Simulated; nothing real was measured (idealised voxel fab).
process module | voxel released beams
cross-section cut | 165 nm wide | cells 5 nm
A cross-section is a grid of square cells, given in bands from the top down. A band is one or more rows of cells.
Each band's line starts with the height of the band's top and of its bottom, in nm. Then come its materials from left to right, each with its width in nm. One material with "throughout" fills the band from edge to edge. "air" is empty space.
Height 0 is the level under which the wafer as received is all one material. The lowest band goes on downwards, as in "0 down".
A width such as "30 to 40" changes by the same amount from each row of cells to the next, from the band's top row to its bottom row.
"no change" after a step means that no cell of the cross-section changed.
closed voids: empty space of 8 cells or more with no open way to the top, each as width x height at its distance from the left edge, in nm
after a step's settings: what the simulator itself notes on the step
overlay nm, on a step with a mask: how far to the right of its planned place the mask lay; to the left if negative
plan
1 op RECEIVE | material Si
2 op CONFORMAL_DEP | material SiN | thk nm 5
3 op DIRECTIONAL_DEP | material SiO2 | thk nm 20
4 op MASKED_ETCH | tone open | mask id ANCHOR | width nm 35 | etch materials SiO2 | depth nm 20 | overlay nm 0
5 op CONFORMAL_DEP | material polySi | thk nm 15
6 op MASKED_ETCH | tone cover | mask id BEAM | width nm 95 | etch materials polySi | depth nm 15 | overlay nm 0
7 op STRIP | etch materials SiO2
as received, after step 1
  0 down: Si throughout
  closed voids: none
a wafer at the end: this start, this plan, one mistake
  45 to 30: air 30 | polySi 95 | air 40
  30 to 25: polySi throughout
  25 to 5: SiO2 35 | polySi 35 | SiO2 95
  5 to 0: SiN throughout
  0 down: Si throughout
  closed voids: none
what went wrong: step 5 ran as: op CONFORMAL_DEP | material polySi | thk nm 20
